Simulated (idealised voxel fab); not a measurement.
Title: Process Module voxel gate over fins
FYI the section here is cut, 225 nm wide, cells are 5 nm squares.
The cross-sections in this document take the form of a grid made of square cells. They are written out as bands, in order from top to bottom. Each band consists of one or more rows of cells. Band entry format. Leading values: height of top, height of bottom, nm. Remainder: materials in left-to-right order, each with its width in nm. Special words: "edge to edge" on a single material, which then fills the band edge to edge; "air", empty space. For the purposes of this specification, 0 denotes the height below which the wafer in its as-received condition is composed wholly of one material, and the lowermost band, lacking a lower limit, extends downward without end, as expressed in "from 0 down". A width such as "30..40" changes by the same amount from each row of cells to the next, from the band's top row to its bottom row. Reading "everything unchanged" for a step: not a cell of the cross-section changed in it. "Voids, enclosed" - sealed voids, min. 8 cells, no opening to top; format: width x height at distance (distance from left edge; nm throughout). What comes after the settings on a step's line is commentary from the simulator itself on that step. Regarding "overlay nm": on a step with a mask, it is the distance the mask lay to the right of its planned place; a negative value places it to the left.

[Process steps - plan]
step 1: RECEIVE: material Si
step 2: CONFORMAL_DEP: material SiN, thk nm 5
step 3: PATTERN: tone cover, mask id FINS, material resist, width nm 15, pitch nm 40, thk nm 15, overlay nm 0
step 4: DIRECTIONAL_ETCH: etch materials SiN, depth nm 5
step 5: DIRECTIONAL_ETCH: etch materials Si, depth nm 40
step 6: STRIP: etch materials resist
step 7: OXIDIZE: depth nm 5
step 8: FILL_DEP: material SiO2, thk nm 10
step 9: CMP: height nm 5
step 10: SELECTIVE_ETCH: etch materials SiO2, depth nm 15
step 11: STRIP: etch materials SiN
step 12: CONFORMAL_DEP: material HfO2, thk nm 5
step 13: CONFORMAL_DEP: material TiN, thk nm 5
step 14: FILL_DEP: material W, thk nm 15
step 15: CMP: height nm 20
step 16: CONFORMAL_DEP: material SiCN, thk nm 5

[Wafer cross-section on receipt, i.e. after step 1]
	from 0 down: Si edge to edge
	Voids, enclosed: none

[End-of-module cross-section of the first of two wafers, processed as planned]
	from 25 to 20: SiCN edge to edge
	from 20 to 10: W edge to edge
	from 10 to 5: W: 40  TiN: 25  W: 15  TiN: 25  W: 15  TiN: 25  W: 15  TiN: 25  W: 40
	from 5 to 0: W: 40  TiN: 5  HfO2: 15  TiN: 5  W: 15  TiN: 5  HfO2: 15  TiN: 5  W: 15  TiN: 5  HfO2: 15  TiN: 5  W: 15  TiN: 5  HfO2: 15  TiN: 5  W: 40
	from 0 to -5: TiN: 45  HfO2: 5  Si: 5  HfO2: 5  TiN: 25  HfO2: 5  Si: 5  HfO2: 5  TiN: 25  HfO2: 5  Si: 5  HfO2: 5  TiN: 25  HfO2: 5  Si: 5  HfO2: 5  TiN: 45
	from -5 to -10: HfO2: 50  Si: 5  HfO2: 35  Si: 5  HfO2: 35  Si: 5  HfO2: 35  Si: 5  HfO2: 50
	from -10 to -45: SiO2: 50  Si: 5  SiO2: 35  Si: 5  SiO2: 35  Si: 5  SiO2: 35  Si: 5  SiO2: 50
	from -45 down: Si edge to edge
	Voids, enclosed: none

[What the second wafer looks like in cross-section once the module is done. Its start and its plan matched the first wafer's exactly; what differed was one mistake in how it was run]
	from 25 to 20: SiCN edge to edge
	from 20 to 10: W edge to edge
	from 10 to 5: W: 40  TiN: 25  W: 15  TiN: 25  W: 15  TiN: 25  W: 15  TiN: 25  W: 40
	from 5 to 0: W: 40  TiN: 5  HfO2: 15  TiN: 5  W: 15  TiN: 5  HfO2: 15  TiN: 5  W: 15  TiN: 5  HfO2: 15  TiN: 5  W: 15  TiN: 5  HfO2: 15  TiN: 5  W: 40
	from 0 to -5: TiN: 45  HfO2: 5  Si: 5  HfO2: 5  TiN: 5  W: 15  TiN: 5  HfO2: 5  Si: 5  HfO2: 5  TiN: 5  W: 15  TiN: 5  HfO2: 5  Si: 5  HfO2: 5  TiN: 5  W: 15  TiN: 5  HfO2: 5  Si: 5  HfO2: 5  TiN: 45
	from -5 to -10: HfO2: 35  TiN: 10  HfO2: 5  Si: 5  HfO2: 5  TiN: 25  HfO2: 5  Si: 5  HfO2: 5  TiN: 25  HfO2: 5  Si: 5  HfO2: 5  TiN: 25  HfO2: 5  Si: 5  HfO2: 5  TiN: 10  HfO2: 35
	from -10 to -15: SiO2: 30  HfO2: 20  Si: 5  HfO2: 35  Si: 5  HfO2: 35  Si: 5  HfO2: 35  Si: 5  HfO2: 20  SiO2: 30
	from -15 to -45: SiO2: 50  Si: 5  SiO2: 35  Si: 5  SiO2: 35  Si: 5  SiO2: 35  Si: 5  SiO2: 50
	from -45 down: Si edge to edge
	Voids, enclosed: none
The plan and the run diverged here: step 11 occupied the plan position of step 10, and the converse holds as well
Cell-count delta at end, second wafer over first, by material: HfO2 +10, SiO2 -29, TiN +10, W +9
